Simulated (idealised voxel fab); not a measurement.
process module | voxel wiring stack
cross-section cut | 160 nm wide | cells 5 nm
A cross-section is a grid of square cells, given in bands from the top down. A band is one or more rows of cells.
Each band's line starts with the height of the band's top and of its bottom, in nm. Then come its materials from left to right, each with its width in nm. One material with "throughout" fills the band from edge to edge. "air" is empty space.
Height 0 is the level under which the wafer as received is all one material. The lowest band goes on downwards, as in "0 down".
A width such as "30 to 40" changes by the same amount from each row of cells to the next, from the band's top row to its bottom row.
"no change" after a step means that no cell of the cross-section changed.
closed voids: empty space of 8 cells or more with no open way to the top, each as width x height at its distance from the left edge, in nm
after a step's settings: what the simulator itself notes on the step
overlay nm, on a step with a mask: how far to the right of its planned place the mask lay; to the left if negative
plan
1 op RECEIVE | material Si
2 op CONFORMAL_DEP | material SiO2 | thk nm 15
3 op DIRECTIONAL_DEP | material TiN | thk nm 5
4 op DIRECTIONAL_DEP | material W | thk nm 15
5 op DIRECTIONAL_DEP | material aC | thk nm 10
6 op PATTERN | tone cover | mask id METAL_1 | material resist | width nm 20 | pitch nm 45 | thk nm 25 | overlay nm 0
7 op DIRECTIONAL_ETCH | etch materials aC | depth nm 10
8 op STRIP | etch materials resist
9 op DIRECTIONAL_ETCH | etch materials W | depth nm 15
10 op DIRECTIONAL_ETCH | etch materials TiN | depth nm 5
11 op STRIP | etch materials aC
12 op CONFORMAL_DEP | material SiN | thk nm 5
13 op FILL_DEP | material lowk | thk nm 10
14 op CMP | height nm 35
15 op CONFORMAL_DEP | material SiCN | thk nm 5
16 op DIRECTIONAL_DEP | material lowk | thk nm 20
17 op PATTERN | tone open | mask id PLUG_1 | material resist | width nm 15 | thk nm 15 | overlay nm 0
18 op DIRECTIONAL_ETCH | etch materials lowk | depth nm 20
19 op DIRECTIONAL_ETCH | etch materials SiCN | depth nm 5
20 op STRIP | etch materials resist
21 op CONFORMAL_DEP | material TiN | thk nm 5
22 op FILL_DEP | material W | thk nm 5
23 op CMP | height nm 60
24 op CONFORMAL_DEP | material SiN | thk nm 5
25 op DIRECTIONAL_DEP | material lowk | thk nm 20
26 op PATTERN | tone open | mask id METAL_2 | material resist | width nm 20 | pitch nm 45 | thk nm 15 | overlay nm 0
27 op DIRECTIONAL_ETCH | etch materials lowk | depth nm 20
28 op DIRECTIONAL_ETCH | etch materials SiN | depth nm 5
29 op STRIP | etch materials resist
30 op CONFORMAL_DEP | material TiN | thk nm 5
31 op FILL_DEP | material Ru | thk nm 5
32 op CMP | height nm 85
33 op CONFORMAL_DEP | material SiCN | thk nm 5
34 op DIRECTIONAL_DEP | material lowk | thk nm 10
35 op MASKED_ETCH | tone open | mask id PLUG_2 | width nm 15 | pitch nm 45 | etch materials lowk | depth nm 10 | overlay nm 0
36 op MASKED_ETCH | tone open | mask id PLUG_2 | width nm 15 | pitch nm 45 | etch materials SiCN | depth nm 5 | overlay nm 0
37 op EPI | material Ru | thk nm 10
38 op EPI | material Ru | thk nm 5
39 op CONFORMAL_DEP | material SiCN | thk nm 5
40 op DIRECTIONAL_DEP | material SiO2 | thk nm 20
41 op PATTERN | tone open | mask id METAL_3 | material resist | width nm 20 | pitch nm 45 | thk nm 20 | overlay nm 0
42 op DIRECTIONAL_ETCH | etch materials SiO2 | depth nm 10
43 op DIRECTIONAL_ETCH | etch materials SiCN | depth nm 5
44 op STRIP | etch materials resist
45 op CONFORMAL_DEP | material TiN | thk nm 5
46 op FILL_DEP | material Cu | thk nm 5
47 op CMP | height nm 125
48 op EPI | material Ru | thk nm 5
49 op FILL_DEP | material SiCN | thk nm 5
varied across the wafers: depth nm of step 42. The plan shows the first wafer's value. All wafers start alike
first wafer as received, after step 1
  0 down: Si throughout
  closed voids: none
each wafer at the end: cells of each material gained (+) or lost (-) since it was received, then its closed voids
depth nm 10 | +4 Cu | +46 Ru | +139 SiCN | +60 SiN | +208 SiO2 | +55 TiN | +28 W | +324 lowk | closed voids: none
depth nm 15 | +8 Cu | +46 Ru | +139 SiCN | +60 SiN | +200 SiO2 | +59 TiN | +28 W | +324 lowk | closed voids: none
depth nm 20 | +16 Cu | +46 Ru | +131 SiCN | +60 SiN | +192 SiO2 | +67 TiN | +28 W | +324 lowk | closed voids: none
depth nm 25 | +16 Cu | +46 Ru | +131 SiCN | +60 SiN | +192 SiO2 | +67 TiN | +28 W | +324 lowk | closed voids: none
depth nm 30 | +16 Cu | +46 Ru | +131 SiCN | +60 SiN | +192 SiO2 | +67 TiN | +28 W | +324 lowk | closed voids: none
depth nm 35 | +16 Cu | +46 Ru | +131 SiCN | +60 SiN | +192 SiO2 | +67 TiN | +28 W | +324 lowk | closed voids: none
